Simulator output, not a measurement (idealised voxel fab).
Process module, titled voxel capacitor over wiring
For reference, the cross-section in this document is cut, with width 170 nm and square cells of 5 nm.
A cross-section is a grid of square cells, given in bands from the top down. A band is one or more rows of cells. In this notation a band is specified by the heights of its top and bottom, in that order and in nm, after which its materials appear from left to right, each paired with its width in nm. The word "all across" attached to a single material means that material fills the band from edge to edge; the word "empty" stands for empty space. A quick word on heights: they are counted from 0, and under that level the wafer as it came to us is one material throughout. The lowest band is different from the rest in having no bottom; it simply continues downward, written as in "0 and below". The expression "30->40" gives the width at the extremes of the band, the first number at its top row of cells and the second at its bottom row, with the width changing by equal amounts from each row to the next in between. Where a step carries "everything unchanged", the cross-section came out of it unchanged, cell for cell. Empty spaces without an open route to the top, at least 8 cells in extent, make up the entry "Cavities, closed"; each is given as width x height at distance, where the distance is measured from the left edge, and all are in nm. What comes after the settings on a step's line is commentary from the simulator itself on that step. Steps that use a mask can have "overlay nm" on their line. It says how far the mask sat to the right of where it was meant to be. Negative means to the left. Quick note on how to read the rest: it's all pairs. You get the cross-section before a process step and the one after, but the after one only goes down as far as the lowest band that changed. The step in between, with its settings, sits under the pair. Heads up, the pairs can come from different runs of this module on the same starting wafer, so don't assume a pair picks up from the one above unless its "Pre-processing view" entry says it does.
Pre-processing view:
* 0 and below | Si all across
* Cavities, closed: none
Post-Step Cross-Section:
* 10 down to 0 | SiO2 all across
* Below 0, no change.
* Cavities, closed: none
the step between: op CONFORMAL_DEP | material SiO2 | thk nm 10
Pre-processing view: the pre-step structure is the one depicted after the step in the pair just above.
Post-Step Cross-Section:
* 15 down to 10 | SiCN all across
* Below 10, no change.
* Cavities, closed: none
the step between: op CONFORMAL_DEP | material SiCN | thk nm 5
Pre-processing view: the pre-step structure is the one depicted after the step in the pair just above.
Post-Step Cross-Section:
* 40 down to 15 | lowk all across
* Below 15, no change.
* Cavities, closed: none
the step between: op DIRECTIONAL_DEP | material lowk | thk nm 25
Pre-processing view: the pre-step structure is the one depicted after the step in the pair just above.
Post-Step Cross-Section:
* 40 down to 15 | lowk (20); empty (30); lowk (70); empty (30); lowk (20)
* Below 15, no change.
* Cavities, closed: none
the step between: op MASKED_ETCH | tone open | mask id METAL_1 | width nm 30 | pitch nm 100 | etch materials lowk | depth nm 25 | overlay nm 0
Pre-processing view: the pre-step structure is the one depicted after the step in the pair just above.
Post-Step Cross-Section:
* 40 down to 15 | lowk (20); empty (30); lowk (70); empty (30); lowk (20)
* 15 down to 10 | SiCN (20); empty (30); SiCN (70); empty (30); SiCN (20)
* Below 10, no change.
* Cavities, closed: none
the step between: op MASKED_ETCH | tone open | mask id METAL_1 | width nm 30 | pitch nm 100 | etch materials SiCN | depth nm 5 | overlay nm 0
Pre-processing view: the pre-step structure is the one depicted after the step in the pair just above.
Post-Step Cross-Section:
* 45 down to 40 | TiN (25); empty (20); TiN (80); empty (20); TiN (25)
* 40 down to 15 | lowk (20); TiN (5); empty (20); TiN (5); lowk (70); TiN (5); empty (20); TiN (5); lowk (20)
* 15 down to 10 | SiCN (20); TiN (30); SiCN (70); TiN (30); SiCN (20)
* Below 10, no change.
* Cavities, closed: none
the step between: op CONFORMAL_DEP | material TiN | thk nm 5
Pre-processing view: the pre-step structure is the one depicted after the step in the pair just above.
Post-Step Cross-Section:
* 50 down to 45 | Ru all across
* 45 down to 40 | TiN (25); Ru (20); TiN (80); Ru (20); TiN (25)
* 40 down to 15 | lowk (20); TiN (5); Ru (20); TiN (5); lowk (70); TiN (5); Ru (20); TiN (5); lowk (20)
* Below 15, no change.
* Cavities, closed: none
the step between: op FILL_DEP | material Ru | thk nm 5
Pre-processing view: the pre-step structure is the one depicted after the step in the pair just above.
Post-Step Cross-Section:
* 40 down to 15 | lowk (20); TiN (5); Ru (20); TiN (5); lowk (70); TiN (5); Ru (20); TiN (5); lowk (20)
* Below 15, no change.
* Cavities, closed: none
the step between: op CMP | height nm 40
Pre-processing view: the pre-step structure is the one depicted after the step in the pair just above.
Post-Step Cross-Section:
* 45 down to 40 | SiCN all across
* Below 40, no change.
* Cavities, closed: none
the step between: op CONFORMAL_DEP | material SiCN | thk nm 5
Pre-processing view: the pre-step structure is the one depicted after the step in the pair just above.
Post-Step Cross-Section:
* 55 down to 45 | SiO2 all across
* Below 45, no change.
* Cavities, closed: none
the step between: op DIRECTIONAL_DEP | material SiO2 | thk nm 10
Pre-processing view: the pre-step structure is the one depicted after the step in the pair just above.
Post-Step Cross-Section:
* 65 down to 55 | aC all across
* Below 55, no change.
* Cavities, closed: none
the step between: op DIRECTIONAL_DEP | material aC | thk nm 10
Pre-processing view: the pre-step structure is the one depicted after the step in the pair just above.
Post-Step Cross-Section:
* 95 down to 65 | resist (35); empty (15); resist (120)
* Below 65, no change.
* Cavities, closed: none
the step between: op PATTERN | tone open | mask id PLUG_1 | material resist | width nm 15 | thk nm 30 | overlay nm 0
Pre-processing view: the pre-step structure is the one depicted after the step in the pair just above.
Post-Step Cross-Section:
* 85 down to 65 | resist (35); empty (15); resist (120)
* 65 down to 55 | aC (35); empty (15); aC (120)
* Below 55, no change.
* Cavities, closed: none
the step between: op DIRECTIONAL_ETCH | etch materials aC | depth nm 10
Pre-processing view: the pre-step structure is the one depicted after the step in the pair just above.
Post-Step Cross-Section:
* 65 down to 55 | aC (35); empty (15); aC (120)
* Below 55, no change.
* Cavities, closed: none
the step between: op STRIP | etch materials resist
Pre-processing view: the pre-step structure is the one depicted after the step in the pair just above.
Post-Step Cross-Section:
* 65 down to 55 | aC (35); empty (15); aC (120)
* 55 down to 45 | SiO2 (35); empty (15); SiO2 (120)
* Below 45, no change.
* Cavities, closed: none
the step between: op DIRECTIONAL_ETCH | etch materials SiO2 | depth nm 10
Pre-processing view: the pre-step structure is the one depicted after the step in the pair just above.
Post-Step Cross-Section:
* 65 down to 55 | aC (35); empty (15); aC (120)
* 55 down to 45 | SiO2 (35); empty (15); SiO2 (120)
* 45 down to 40 | SiCN (35); empty (15); SiCN (120)
* Below 40, no change.
* Cavities, closed: none
the step between: op DIRECTIONAL_ETCH | etch materials SiCN | depth nm 5
Pre-processing view: the pre-step structure is the one depicted after the step in the pair just above.
Post-Step Cross-Section:
* 55 down to 45 | SiO2 (35); empty (15); SiO2 (120)
* Below 45, no change.
* Cavities, closed: none
the step between: op STRIP | etch materials aC
Pre-processing view: the pre-step structure is the one depicted after the step in the pair just above.
Post-Step Cross-Section:
* 55 down to 50 | SiO2 (35); empty (15); SiO2 (120)
* 50 down to 45 | SiO2 (35); Ru (15); SiO2 (120)
* 45 down to 40 | SiCN (35); Ru (15); SiCN (120)
* Below 40, no change.
* Cavities, closed: none
the step between: op EPI | material Ru | thk nm 10
Pre-processing view: the pre-step structure is the one depicted after the step in the pair just above.
Post-Step Cross-Section:
* 55 down to 45 | SiO2 (35); Ru (15); SiO2 (120)
* Below 45, no change.
* Cavities, closed: none
the step between: op EPI | material Ru | thk nm 5
Pre-processing view: the pre-step structure is the one depicted after the step in the pair just above.
Post-Step Cross-Section:
* 60 down to 55 | TiN all across
* Below 55, no change.
* Cavities, closed: none
the step between: op DIRECTIONAL_DEP | material TiN | thk nm 5
Pre-processing view: the pre-step structure is the one depicted after the step in the pair just above.
Post-Step Cross-Section:
* 65 down to 60 | SiN all across
* Below 60, no change.
* Cavities, closed: none
the step between: op DIRECTIONAL_DEP | material SiN | thk nm 5
Pre-processing view: the pre-step structure is the one depicted after the step in the pair just above.
Post-Step Cross-Section:
* 70 down to 65 | TiN all across
* Below 65, no change.
* Cavities, closed: none
the step between: op DIRECTIONAL_DEP | material TiN | thk nm 5
Pre-processing view: the pre-step structure is the one depicted after the step in the pair just above.
Post-Step Cross-Section:
* 80 down to 70 | aC all across
* Below 70, no change.
* Cavities, closed: none
the step between: op DIRECTIONAL_DEP | material aC | thk nm 10
Pre-processing view: the pre-step structure is the one depicted after the step in the pair just above.
Post-Step Cross-Section:
* 110 down to 80 | empty (35); resist (75); empty (60)
* Below 80, no change.
* Cavities, closed: none
the step between: op PATTERN | tone cover | mask id UPPER_PLATE | material resist | width nm 75 | thk nm 30 | overlay nm 0
Pre-processing view: the pre-step structure is the one depicted after the step in the pair just above.
Post-Step Cross-Section:
* 100 down to 80 | empty (35); resist (75); empty (60)
* 80 down to 70 | empty (35); aC (75); empty (60)
* Below 70, no change.
* Cavities, closed: none
the step between: op DIRECTIONAL_ETCH | etch materials aC | depth nm 10
Pre-processing view: the pre-step structure is the one depicted after the step in the pair just above.
Post-Step Cross-Section:
* 80 down to 70 | empty (35); aC (75); empty (60)
* Below 70, no change.
* Cavities, closed: none
the step between: op STRIP | etch materials resist
Pre-processing view: the pre-step structure is the one depicted after the step in the pair just above.
Post-Step Cross-Section:
* 80 down to 70 | empty (35); aC (75); empty (60)
* 70 down to 65 | empty (35); TiN (75); empty (60)
* Below 65, no change.
* Cavities, closed: none
the step between: op DIRECTIONAL_ETCH | etch materials TiN | depth nm 5
Pre-processing view: the pre-step structure is the one depicted after the step in the pair just above.
Post-Step Cross-Section:
* 80 down to 70 | empty (35); aC (75); empty (60)
* 70 down to 65 | empty (35); TiN (75); empty (60)
* 65 down to 60 | empty (35); SiN (75); empty (60)
* Below 60, no change.
* Cavities, closed: none
the step between: op DIRECTIONAL_ETCH | etch materials SiN | depth nm 5
Pre-processing view: the pre-step structure is the one depicted after the step in the pair just above.
Post-Step Cross-Section:
* 70 down to 65 | empty (35); TiN (75); empty (60)
* Below 65, no change.
* Cavities, closed: none
the step between: op STRIP | etch materials aC
Pre-processing view: the pre-step structure is the one depicted after the step in the pair just above.
Post-Step Cross-Section:
* 90 down to 70 | empty (30); resist (85); empty (55)
* 70 down to 65 | empty (30); resist (5); TiN (75); resist (5); empty (55)
* 65 down to 60 | empty (30); resist (5); SiN (75); resist (5); empty (55)
* Below 60, no change.
* Cavities, closed: none
the step between: op PATTERN | tone cover | mask id LOWER_PLATE | material resist | width nm 85 | thk nm 20 | overlay nm 0
Pre-processing view: the pre-step structure is the one depicted after the step in the pair just above.
Post-Step Cross-Section:
* 90 down to 70 | empty (30); resist (85); empty (55)
* 70 down to 65 | empty (30); resist (5); TiN (75); resist (5); empty (55)
* 65 down to 60 | empty (30); resist (5); SiN (75); resist (5); empty (55)
* 60 down to 55 | empty (30); TiN (85); empty (55)
* Below 55, no change.
* Cavities, closed: none
the step between: op DIRECTIONAL_ETCH | etch materials TiN | depth nm 5
Pre-processing view: the pre-step structure is the one depicted after the step in the pair just above.
Post-Step Cross-Section:
* 70 down to 65 | empty (35); TiN (75); empty (60)
* 65 down to 60 | empty (35); SiN (75); empty (60)
* Below 60, no change.
* Cavities, closed: none
the step between: op STRIP | etch materials resist
Pre-processing view: the pre-step structure is the one depicted after the step in the pair just above.
Post-Step Cross-Section:
* 90 down to 70 | SiO2 all across
* 70 down to 65 | SiO2 (35); TiN (75); SiO2 (60)
* 65 down to 60 | SiO2 (35); SiN (75); SiO2 (60)
* 60 down to 55 | SiO2 (30); TiN (85); SiO2 (55)
* Below 55, no change.
* Cavities, closed: none
the step between: op FILL_DEP | material SiO2 | thk nm 20
Pre-processing view: the pre-step structure is the one depicted after the step in the pair just above.
Post-Step Cross-Section:
* 85 down to 70 | SiO2 all across
* Below 70, no change.
* Cavities, closed: none
the step between: op CMP | height nm 85
Pre-processing view: the pre-step structure is the one depicted after the step in the pair just above.
Post-Step Cross-Section:
* 100 down to 85 | resist (45); empty (15); resist (110)
* Below 85, no change.
* Cavities, closed: none
the step between: op PATTERN | tone open | mask id PLUG_2 | material resist | width nm 15 | thk nm 15 | overlay nm 0
Pre-processing view: the pre-step structure is the one depicted after the step in the pair just above.
Post-Step Cross-Section:
* 100 down to 85 | resist (45); empty (15); resist (110)
* 85 down to 70 | SiO2 (45); empty (15); SiO2 (110)
* Below 70, no change.
* Cavities, closed: none
the step between: op DIRECTIONAL_ETCH | etch materials SiO2 | depth nm 15
Pre-processing view: the pre-step structure is the one depicted after the step in the pair just above.
Post-Step Cross-Section:
* 85 down to 70 | SiO2 (45); empty (15); SiO2 (110)
* Below 70, no change.
* Cavities, closed: none
the step between: op STRIP | etch materials resist
Pre-processing view: the pre-step structure is the one depicted after the step in the pair just above.
Post-Step Cross-Section:
* 90 down to 85 | TiN (50); empty (5); TiN (115)
* 85 down to 75 | SiO2 (45); TiN (5); empty (5); TiN (5); SiO2 (110)
* 75 down to 65 | SiO2 (45->35); TiN (15->75); SiO2 (110->60)
* Below 65, no change.
* Cavities, closed: none
the step between: op CONFORMAL_DEP | material TiN | thk nm 5
Pre-processing view: the pre-step structure is the one depicted after the step in the pair just above.
Post-Step Cross-Section:
* 100 down to 90 | W all across
* 90 down to 85 | TiN (50); W (5); TiN (115)
* 85 down to 75 | SiO2 (45); TiN (5); W (5); TiN (5); SiO2 (110)
* Below 75, no change.
* Cavities, closed: none
the step between: op FILL_DEP | material W | thk nm 10
Pre-processing view: the pre-step structure is the one depicted after the step in the pair just above.
Post-Step Cross-Section:
* 85 down to 75 | SiO2 (45); TiN (5); W (5); TiN (5); SiO2 (110)
* Below 75, no change.
* Cavities, closed: none
the step between: op CMP | height nm 85
Pre-processing view: the pre-step structure is the one depicted after the step in the pair just above.
Post-Step Cross-Section:
* 90 down to 85 | SiN all across
* Below 85, no change.
* Cavities, closed: none
the step between: op CONFORMAL_DEP | material SiN | thk nm 5
Pre-processing view:
* 55 down to 45 | SiO2 (35); Ru (15); SiO2 (120)
* 45 down to 40 | SiCN (35); Ru (15); SiCN (120)
* 40 down to 15 | lowk (20); TiN (5); Ru (20); TiN (5); lowk (70); TiN (5); Ru (20); TiN (5); lowk (20)
* 15 down to 10 | SiCN (20); TiN (30); SiCN (70); TiN (30); SiCN (20)
* 10 down to 0 | SiO2 all across
* 0 and below | Si all across
* Cavities, closed: none
Post-Step Cross-Section:
* 60 down to 55 | SiN all across
* Below 55, no change.
* Cavities, closed: none
the step between: op DIRECTIONAL_DEP | material SiN | thk nm 5
Pre-processing view: the pre-step structure is the one depicted after the step in the pair just above.
Post-Step Cross-Section:
* 65 down to 60 | TiN all across
* Below 60, no change.
* Cavities, closed: none
the step between: op DIRECTIONAL_DEP | material TiN | thk nm 5
Pre-processing view: the pre-step structure is the one depicted after the step in the pair just above.
Post-Step Cross-Section:
* 75 down to 65 | aC all across
* Below 65, no change.
* Cavities, closed: none
the step between: op DIRECTIONAL_DEP | material aC | thk nm 10
Pre-processing view: the pre-step structure is the one depicted after the step in the pair just above.
Post-Step Cross-Section:
* 105 down to 75 | empty (35); resist (75); empty (60)
* Below 75, no change.
* Cavities, closed: none
the step between: op PATTERN | tone cover | mask id UPPER_PLATE | material resist | width nm 75 | thk nm 30 | overlay nm 0
Pre-processing view: the pre-step structure is the one depicted after the step in the pair just above.
Post-Step Cross-Section:
* 95 down to 75 | empty (35); resist (75); empty (60)
* 75 down to 65 | empty (35); aC (75); empty (60)
* Below 65, no change.
* Cavities, closed: none
the step between: op DIRECTIONAL_ETCH | etch materials aC | depth nm 10
Pre-processing view: the pre-step structure is the one depicted after the step in the pair just above.
Post-Step Cross-Section:
* 75 down to 65 | empty (35); aC (75); empty (60)
* Below 65, no change.
* Cavities, closed: none
the step between: op STRIP | etch materials resist
Pre-processing view: the pre-step structure is the one depicted after the step in the pair just above.
Post-Step Cross-Section:
* 75 down to 65 | empty (35); aC (75); empty (60)
* 65 down to 60 | empty (35); TiN (75); empty (60)
* Below 60, no change.
* Cavities, closed: none
the step between: op DIRECTIONAL_ETCH | etch materials TiN | depth nm 5
Pre-processing view: the pre-step structure is the one depicted after the step in the pair just above.
Post-Step Cross-Section:
* 75 down to 65 | empty (35); aC (75); empty (60)
* 65 down to 60 | empty (35); TiN (75); empty (60)
* 60 down to 55 | empty (35); SiN (75); empty (60)
* Below 55, no change.
* Cavities, closed: none
the step between: op DIRECTIONAL_ETCH | etch materials SiN | depth nm 5
Pre-processing view: the pre-step structure is the one depicted after the step in the pair just above.
Post-Step Cross-Section:
* 65 down to 60 | empty (35); TiN (75); empty (60)
* Below 60, no change.
* Cavities, closed: none
the step between: op STRIP | etch materials aC
Pre-processing view: the pre-step structure is the one depicted after the step in the pair just above.
Post-Step Cross-Section:
* 85 down to 65 | empty (30); resist (85); empty (55)
* 65 down to 60 | empty (30); resist (5); TiN (75); resist (5); empty (55)
* 60 down to 55 | empty (30); resist (5); SiN (75); resist (5); empty (55)
* Below 55, no change.
* Cavities, closed: none
the step between: op PATTERN | tone cover | mask id LOWER_PLATE | material resist | width nm 85 | thk nm 20 | overlay nm 0
Pre-processing view: the pre-step structure is the one depicted after the step in the pair just above.
Post-Step Cross-Section:
* 65 down to 60 | empty (35); TiN (75); empty (60)
* 60 down to 55 | empty (35); SiN (75); empty (60)
* Below 55, no change.
* Cavities, closed: none
the step between: op STRIP | etch materials resist
Pre-processing view: the pre-step structure is the one depicted after the step in the pair just above.
Post-Step Cross-Section:
* 85 down to 65 | SiO2 all across
* 65 down to 60 | SiO2 (35); TiN (75); SiO2 (60)
* 60 down to 55 | SiO2 (35); SiN (75); SiO2 (60)
* Below 55, no change.
* Cavities, closed: none
the step between: op FILL_DEP | material SiO2 | thk nm 20
Pre-processing view: the pre-step structure is the one depicted after the step in the pair just above.
Post-Step Cross-Section:
* 100 down to 85 | resist (45); empty (15); resist (110)
* Below 85, no change.
* Cavities, closed: none
the step between: op PATTERN | tone open | mask id PLUG_2 | material resist | width nm 15 | thk nm 15 | overlay nm 0
Pre-processing view: the pre-step structure is the one depicted after the step in the pair just above.
Post-Step Cross-Section:
* 100 down to 85 | resist (45); empty (15); resist (110)
* 85 down to 70 | SiO2 (45); empty (15); SiO2 (110)
* Below 70, no change.
* Cavities, closed: none
the step between: op DIRECTIONAL_ETCH | etch materials SiO2 | depth nm 15
Pre-processing view: the pre-step structure is the one depicted after the step in the pair just above.
Post-Step Cross-Section:
* 85 down to 70 | SiO2 (45); empty (15); SiO2 (110)
* Below 70, no change.
* Cavities, closed: none
the step between: op STRIP | etch materials resist
Pre-processing view: the pre-step structure is the one depicted after the step in the pair just above.
Post-Step Cross-Section:
* 90 down to 85 | TiN (50); empty (5); TiN (115)
* 85 down to 75 | SiO2 (45); TiN (5); empty (5); TiN (5); SiO2 (110)
* 75 down to 70 | SiO2 (45); TiN (15); SiO2 (110)
* Below 70, no change.
* Cavities, closed: none
the step between: op CONFORMAL_DEP | material TiN | thk nm 5
Pre-processing view: the pre-step structure is the one depicted after the step in the pair just above.
Post-Step Cross-Section:
* 100 down to 90 | W all across
* 90 down to 85 | TiN (50); W (5); TiN (115)
* 85 down to 75 | SiO2 (45); TiN (5); W (5); TiN (5); SiO2 (110)
* Below 75, no change.
* Cavities, closed: none
the step between: op FILL_DEP | material W | thk nm 10
Pre-processing view: the pre-step structure is the one depicted after the step in the pair just above.
Post-Step Cross-Section:
* 85 down to 75 | SiO2 (45); TiN (5); W (5); TiN (5); SiO2 (110)
* Below 75, no change.
* Cavities, closed: none
the step between: op CMP | height nm 85
Pre-processing view: the pre-step structure is the one depicted after the step in the pair just above.
Post-Step Cross-Section:
* 90 down to 85 | SiN all across
* Below 85, no change.
* Cavities, closed: none
the step between: op CONFORMAL_DEP | material SiN | thk nm 5
Pre-processing view:
* 55 down to 50 | SiO2 (35); empty (15); SiO2 (120)
* 50 down to 45 | SiO2 (35); Ru (15); SiO2 (120)
* 45 down to 40 | SiCN (35); Ru (15); SiCN (120)
* 40 down to 15 | lowk (20); TiN (5); Ru (20); TiN (5); lowk (70); TiN (5); Ru (20); TiN (5); lowk (20)
* 15 down to 10 | SiCN (20); TiN (30); SiCN (70); TiN (30); SiCN (20)
* 10 down to 0 | SiO2 all across
* 0 and below | Si all across
* Cavities, closed: none
Post-Step Cross-Section:
* 60 down to 55 | empty (30); Ru (25); empty (115)
* 55 down to 45 | SiO2 (35); Ru (15); SiO2 (120)
* Below 45, no change.
* Cavities, closed: none
the step between: op EPI | material Ru | thk nm 10
Pre-processing view: the pre-step structure is the one depicted after the step in the pair just above.
Post-Step Cross-Section:
* 65 down to 55 | empty (25); Ru (35); empty (110)
* Below 55, no change.
* Cavities, closed: none
the step between: op EPI | material Ru | thk nm 5
Pre-processing view: the pre-step structure is the one depicted after the step in the pair just above.
Post-Step Cross-Section:
* 70 down to 65 | empty (25); TiN (35); empty (110)
* 65 down to 60 | empty (25); Ru (35); empty (110)
* 60 down to 55 | TiN (25); Ru (35); TiN (110)
* Below 55, no change.
* Cavities, closed: none
the step between: op DIRECTIONAL_DEP | material TiN | thk nm 5
Pre-processing view: the pre-step structure is the one depicted after the step in the pair just above.
Post-Step Cross-Section:
* 75 down to 70 | empty (25); SiN (35); empty (110)
* 70 down to 65 | empty (25); TiN (35); empty (110)
* 65 down to 60 | SiN (25); Ru (35); SiN (110)
* Below 60, no change.
* Cavities, closed: none
the step between: op DIRECTIONAL_DEP | material SiN | thk nm 5
Pre-processing view: the pre-step structure is the one depicted after the step in the pair just above.
Post-Step Cross-Section:
* 80 down to 75 | empty (25); TiN (35); empty (110)
* 75 down to 70 | empty (25); SiN (35); empty (110)
* 70 down to 65 | TiN all across
* Below 65, no change.
* Cavities, closed: none
the step between: op DIRECTIONAL_DEP | material TiN | thk nm 5
Pre-processing view: the pre-step structure is the one depicted after the step in the pair just above.
Post-Step Cross-Section:
* 90 down to 80 | empty (25); aC (35); empty (110)
* 80 down to 75 | aC (25); TiN (35); aC (110)
* 75 down to 70 | aC (25); SiN (35); aC (110)
* Below 70, no change.
* Cavities, closed: none
the step between: op DIRECTIONAL_DEP | material aC | thk nm 10
Pre-processing view: the pre-step structure is the one depicted after the step in the pair just above.
Post-Step Cross-Section:
* 120 down to 90 | empty (35); resist (75); empty (60)
* 90 down to 80 | empty (25); aC (35); resist (50); empty (60)
* Below 80, no change.
* Cavities, closed: none
the step between: op PATTERN | tone cover | mask id UPPER_PLATE | material resist | width nm 75 | thk nm 30 | overlay nm 0
Pre-processing view: the pre-step structure is the one depicted after the step in the pair just above.
Post-Step Cross-Section:
* 110 down to 90 | empty (35); resist (75); empty (60)
* 90 down to 80 | empty (35); aC (25); resist (50); empty (60)
* 80 down to 75 | empty (25); TiN (35); aC (50); empty (60)
* 75 down to 70 | empty (25); SiN (35); aC (50); empty (60)
* Below 70, no change.
* Cavities, closed: none
the step between: op DIRECTIONAL_ETCH | etch materials aC | depth nm 10
Pre-processing view: the pre-step structure is the one depicted after the step in the pair just above.
Post-Step Cross-Section:
* 90 down to 80 | empty (35); aC (25); empty (110)
* Below 80, no change.
* Cavities, closed: none
the step between: op STRIP | etch materials resist
Pre-processing view: the pre-step structure is the one depicted after the step in the pair just above.
Post-Step Cross-Section:
* 90 down to 80 | empty (35); aC (25); empty (110)
* 80 down to 75 | empty (35); TiN (25); aC (50); empty (60)
* 75 down to 70 | empty (25); SiN (35); aC (50); empty (60)
* 70 down to 65 | empty (25); TiN (85); empty (60)
* Below 65, no change.
* Cavities, closed: none
the step between: op DIRECTIONAL_ETCH | etch materials TiN | depth nm 5
Pre-processing view: the pre-step structure is the one depicted after the step in the pair just above.
Post-Step Cross-Section:
* 90 down to 80 | empty (35); aC (25); empty (110)
* 80 down to 75 | empty (35); TiN (25); aC (50); empty (60)
* 75 down to 70 | empty (35); SiN (25); aC (50); empty (60)
* 70 down to 65 | empty (25); TiN (85); empty (60)
* 65 down to 60 | empty (25); Ru (35); SiN (50); empty (60)
* Below 60, no change.
* Cavities, closed: none
the step between: op DIRECTIONAL_ETCH | etch materials SiN | depth nm 5
Pre-processing view: the pre-step structure is the one depicted after the step in the pair just above.
Post-Step Cross-Section:
* 80 down to 75 | empty (35); TiN (25); empty (110)
* 75 down to 70 | empty (35); SiN (25); empty (110)
* Below 70, no change.
* Cavities, closed: none
the step between: op STRIP | etch materials aC
Pre-processing view: the pre-step structure is the one depicted after the step in the pair just above.
Post-Step Cross-Section:
* 100 down to 80 | empty (30); resist (85); empty (55)
* 80 down to 75 | empty (30); resist (5); TiN (25); resist (55); empty (55)
* 75 down to 70 | empty (30); resist (5); SiN (25); resist (55); empty (55)
* 70 down to 65 | empty (25); TiN (85); resist (5); empty (55)
* 65 down to 60 | empty (25); Ru (35); SiN (50); resist (5); empty (55)
* Below 60, no change.
* Cavities, closed: none
the step between: op PATTERN | tone cover | mask id LOWER_PLATE | material resist | width nm 85 | thk nm 20 | overlay nm 0
Pre-processing view: the pre-step structure is the one depicted after the step in the pair just above.
Post-Step Cross-Section:
* 100 down to 80 | empty (30); resist (85); empty (55)
* 80 down to 75 | empty (30); resist (5); TiN (25); resist (55); empty (55)
* 75 down to 70 | empty (30); resist (5); SiN (25); resist (55); empty (55)
* 70 down to 65 | empty (30); TiN (80); resist (5); empty (55)
* 65 down to 60 | empty (25); Ru (35); SiN (50); resist (5); empty (55)
* 60 down to 55 | empty (25); Ru (35); TiN (55); empty (55)
* Below 55, no change.
* Cavities, closed: none
the step between: op DIRECTIONAL_ETCH | etch materials TiN | depth nm 5
Pre-processing view: the pre-step structure is the one depicted after the step in the pair just above.
Post-Step Cross-Section:
* 80 down to 75 | empty (35); TiN (25); empty (110)
* 75 down to 70 | empty (35); SiN (25); empty (110)
* 70 down to 65 | empty (30); TiN (80); empty (60)
* 65 down to 60 | empty (25); Ru (35); SiN (50); empty (60)
* Below 60, no change.
* Cavities, closed: none
the step between: op STRIP | etch materials resist
Pre-processing view: the pre-step structure is the one depicted after the step in the pair just above.
Post-Step Cross-Section:
* 100 down to 80 | SiO2 all across
* 80 down to 75 | SiO2 (35); TiN (25); SiO2 (110)
* 75 down to 70 | SiO2 (35); SiN (25); SiO2 (110)
* 70 down to 65 | SiO2 (30); TiN (80); SiO2 (60)
* 65 down to 60 | SiO2 (25); Ru (35); SiN (50); SiO2 (60)
* 60 down to 55 | SiO2 (25); Ru (35); TiN (55); SiO2 (55)
* Below 55, no change.
* Cavities, closed: none
the step between: op FILL_DEP | material SiO2 | thk nm 20
Pre-processing view: the pre-step structure is the one depicted after the step in the pair just above.
Post-Step Cross-Section:
* 85 down to 80 | SiO2 all across
* Below 80, no change.
* Cavities, closed: none
the step between: op CMP | height nm 85
Pre-processing view: the pre-step structure is the one depicted after the step in the pair just above.
Post-Step Cross-Section:
* 100 down to 85 | resist (45); empty (15); resist (110)
* Below 85, no change.
* Cavities, closed: none
the step between: op PATTERN | tone open | mask id PLUG_2 | material resist | width nm 15 | thk nm 15 | overlay nm 0
Pre-processing view: the pre-step structure is the one depicted after the step in the pair just above.
Post-Step Cross-Section:
* 100 down to 85 | resist (45); empty (15); resist (110)
* 85 down to 80 | SiO2 (45); empty (15); SiO2 (110)
* Below 80, no change.
* Cavities, closed: none
the step between: op DIRECTIONAL_ETCH | etch materials SiO2 | depth nm 15
Pre-processing view: the pre-step structure is the one depicted after the step in the pair just above.
Post-Step Cross-Section:
* 85 down to 80 | SiO2 (45); empty (15); SiO2 (110)
* Below 80, no change.
* Cavities, closed: none
the step between: op STRIP | etch materials resist
Pre-processing view: the pre-step structure is the one depicted after the step in the pair just above.
Post-Step Cross-Section:
* 90 down to 85 | TiN (50); empty (5); TiN (115)
* 85 down to 75 | SiO2 (45->35); TiN (15->25); SiO2 (110)
* Below 75, no change.
* Cavities, closed: none
the step between: op CONFORMAL_DEP | material TiN | thk nm 5
Pre-processing view: the pre-step structure is the one depicted after the step in the pair just above.
Post-Step Cross-Section:
* 100 down to 90 | W all across
* 90 down to 85 | TiN (50); W (5); TiN (115)
* Below 85, no change.
* Cavities, closed: none
the step between: op FILL_DEP | material W | thk nm 10
Pre-processing view: the pre-step structure is the one depicted after the step in the pair just above.
Post-Step Cross-Section:
* 85 down to 75 | SiO2 (45->35); TiN (15->25); SiO2 (110)
* Below 75, no change.
* Cavities, closed: none
the step between: op CMP | height nm 85
Pre-processing view: the pre-step structure is the one depicted after the step in the pair just above.
Post-Step Cross-Section:
* 90 down to 85 | SiN all across
* Below 85, no change.
* Cavities, closed: none
the step between: op CONFORMAL_DEP | material SiN | thk nm 5
Pre-processing view:
* 10 down to 0 | SiO2 all across
* 0 and below | Si all across
* Cavities, closed: none
Post-Step Cross-Section:
* 35 down to 10 | lowk all across
* Below 10, no change.
* Cavities, closed: none
the step between: op DIRECTIONAL_DEP | material lowk | thk nm 25
Pre-processing view: the pre-step structure is the one depicted after the step in the pair just above.
Post-Step Cross-Section:
* 40 down to 35 | SiCN all across
* Below 35, no change.
* Cavities, closed: none
the step between: op CONFORMAL_DEP | material SiCN | thk nm 5
Pre-processing view: the pre-step structure is the one depicted after the step in the pair just above.
Post-Step Cross-Section:
* 40 down to 35 | SiCN (20); empty (30); SiCN (70); empty (30); SiCN (20)
* Below 35, no change.
* Cavities, closed: none
the step between: op MASKED_ETCH | tone open | mask id METAL_1 | width nm 30 | pitch nm 100 | etch materials SiCN | depth nm 5 | overlay nm 0
Pre-processing view: the pre-step structure is the one depicted after the step in the pair just above.
Post-Step Cross-Section:
* 45 down to 40 | TiN (25); empty (20); TiN (80); empty (20); TiN (25)
* 40 down to 35 | SiCN (20); TiN (30); SiCN (70); TiN (30); SiCN (20)
* Below 35, no change.
* Cavities, closed: none
the step between: op CONFORMAL_DEP | material TiN | thk nm 5
Pre-processing view: the pre-step structure is the one depicted after the step in the pair just above.
Post-Step Cross-Section:
* 50 down to 45 | Ru all across
* 45 down to 40 | TiN (25); Ru (20); TiN (80); Ru (20); TiN (25)
* Below 40, no change.
* Cavities, closed: none
the step between: op FILL_DEP | material Ru | thk nm 5
Pre-processing view: the pre-step structure is the one depicted after the step in the pair just above.
Post-Step Cross-Section:
* 40 down to 35 | SiCN (20); TiN (30); SiCN (70); TiN (30); SiCN (20)
* Below 35, no change.
* Cavities, closed: none
the step between: op CMP | height nm 40
Pre-processing view: the pre-step structure is the one depicted after the step in the pair just above.
Post-Step Cross-Section:
* 45 down to 40 | SiCN all across
* Below 40, no change.
* Cavities, closed: none
the step between: op CONFORMAL_DEP | material SiCN | thk nm 5
Pre-processing view: the pre-step structure is the one depicted after the step in the pair just above.
Post-Step Cross-Section:
* 55 down to 45 | SiO2 all across
* Below 45, no change.
* Cavities, closed: none
the step between: op DIRECTIONAL_DEP | material SiO2 | thk nm 10
Pre-processing view: the pre-step structure is the one depicted after the step in the pair just above.
Post-Step Cross-Section:
* 65 down to 55 | aC all across
* Below 55, no change.
* Cavities, closed: none
the step between: op DIRECTIONAL_DEP | material aC | thk nm 10
